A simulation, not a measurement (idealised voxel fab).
Proc. module: voxel tone inversion
Pictured: cross-section cut, 250 nm wide, on a grid of 5 nm square cells.
The cross-sections in this document take the form of a grid made of square cells. They are written out as bands, in order from top to bottom. Each band consists of one or more rows of cells.
Quick guide to a band line: top height, bottom height (nm) up front; then every material left to right with its width in nm. Only one material and it's marked "all across"? Then it fills the band edge to edge. And "air" just means empty space.
Counting heights begins at 0, where everything beneath is, in the wafer as received, one material. The lowest band has no bottom; it goes on downwards, as "top 0, no bottom" shows.
Width "30->40": first value at the band's top row of cells, second value at its bottom row, equal change from row to row.
Where the words "all unchanged" appear for a step, the cross-section shows no cell changed by that step; every cell remained as before.
Enclosed void entries: empty space of 8 cells or more with no open way to the top, each as width x height at its distance from the left edge, in nm
Read whatever lies past the settings on a step's line as the simulator's own remark about the step.
overlay nm: where the mask lay relative to plan, measured to the right, on steps with a mask; negatives go left.
# Intended process steps
- 1: op RECEIVE | material Si
- 2: op CONFORMAL_DEP | material SiCN | thk nm 5
- 3: op DIRECTIONAL_DEP | material polySi | thk nm 20
- 4: op PATTERN | tone cover | mask id POSTS | material resist | width nm 25 | pitch nm 50 | thk nm 25 | overlay nm 0
- 5: op DIRECTIONAL_ETCH | etch materials polySi | depth nm 20
- 6: op STRIP | etch materials resist
- 7: op FILL_DEP | material lowk | thk nm 5
- 8: op CMP | height nm 25
- 9: op STRIP | etch materials polySi
- 10: op CONFORMAL_DEP | material TiN | thk nm 5
- 11: op FILL_DEP | material Ru | thk nm 5
- 12: op CMP | height nm 25
- 13: op CONFORMAL_DEP | material SiCN | thk nm 5
# Cross-section of the wafer upon arrival, representing the state reached after step 1
* top 0, no bottom  Si all across
* Enclosed void entries: none
# Final cross-section, module run with one mistake (start and plan as above)
* top 30, bottom 25  SiCN all across
* top 25, bottom 10  Ru=80  TiN=5  lowk=25  TiN=5  Ru=15  TiN=5  lowk=25  TiN=5  Ru=85
* top 10, bottom 5  TiN=85  lowk=25  TiN=25  lowk=25  TiN=90
* top 5, bottom 0  SiCN all across
* top 0, no bottom  Si all across
* Enclosed void entries: none
So what did we get wrong on this run? step 4: run off-plan, actual operation and settings op PATTERN | tone open | mask id POSTS | material resist | width nm 25 | pitch nm 50 | thk nm 25 | overlay nm 0
